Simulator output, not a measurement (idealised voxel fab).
Process module in this document: voxel released beams
255 nm wide, 5 nm square cells: that's cross-section cut.
Throughout this document, each cross-section is represented as a grid of square cells and is presented as a sequence of bands enumerated from the top downward, where a band comprises one or more rows of cells.
Each band's line starts with the height of the band's top and of its bottom, in nm. Then come its materials from left to right, each with its width in nm. One material with "everywhere" fills the band from edge to edge. "blank" is empty space.
Convention: height 0 is the level below which the wafer, as received, is all one material. The lowest band does not terminate at the bottom but continues downward, represented as "z 0 and below".
So if you see something like "30 to 40" for the width, read it as the top row of the band sitting at the first number and the bottom row at the second, with every row in between moving by the same amount as the last.
A step reported as "remains unaltered" is a step in which no cell of the cross-section changed.
The entry titled "Enclosed internal voids" provides the empty spaces that have no open way to the top, restricted to those of 8 cells or more. Each is presented as width x height at distance, the distance being measured from the left edge, with all three in nm.
Step line, after settings: the simulator's comment on this step.
Each step line may optionally specify "overlay nm", which for a step with a mask gives the rightward distance between the mask's planned place and where it lay, a negative value indicating the leftward direction.

-- So here's the lineup of process steps we planned
step 1: op RECEIVE | material Si
step 2: op CONFORMAL_DEP | material Al2O3 | thk nm 10
step 3: op DIRECTIONAL_DEP | material SiO2 | thk nm 10
step 4: op DIRECTIONAL_DEP | material aC | thk nm 15
step 5: op PATTERN | tone open | mask id ANCHOR | material resist | width nm 30 | thk nm 35 | overlay nm 0
step 6: op DIRECTIONAL_ETCH | etch materials aC | depth nm 15
step 7: op STRIP | etch materials resist
step 8: op DIRECTIONAL_ETCH | etch materials SiO2 | depth nm 10
step 9: op STRIP | etch materials aC
step 10: op CONFORMAL_DEP | material SiN | thk nm 10
step 11: op MASKED_ETCH | tone cover | mask id BEAM | width nm 100 | etch materials SiN | depth nm 10 | overlay nm 0
step 12: op STRIP | etch materials SiO2

-- So this is the incoming wafer in cross-section - it's already been through step 1
z 0 and below | Si everywhere
Enclosed internal voids: none

-- Module complete - cross-section of the first of two wafers, run according to plan
z 30 to 20 | blank=75 / SiN=15 / blank=10 / SiN=75 / blank=80
z 20 to 10 | blank=80 / SiN=30 / blank=145
z 10 to 0 | Al2O3 everywhere
z 0 and below | Si everywhere
Enclosed internal voids: none

-- Second wafer of the two, sectioned at the end of the module. It began like the first and followed the same plan, but one mistake was made while running it
z 30 to 20 | blank=75 / SiN=100 / blank=80
z 20 to 10 | Al2O3 everywhere
z 10 to 0 | SiO2 everywhere
z 0 and below | Si everywhere
Enclosed internal voids: none
Plan not followed: the intended sequence of steps 2 and 3 was reversed during processing, with each occupying the position of the other
Heads up, by the end the second wafer has more or fewer cells of some materials compared to the first: -8 SiN; +102 SiO2
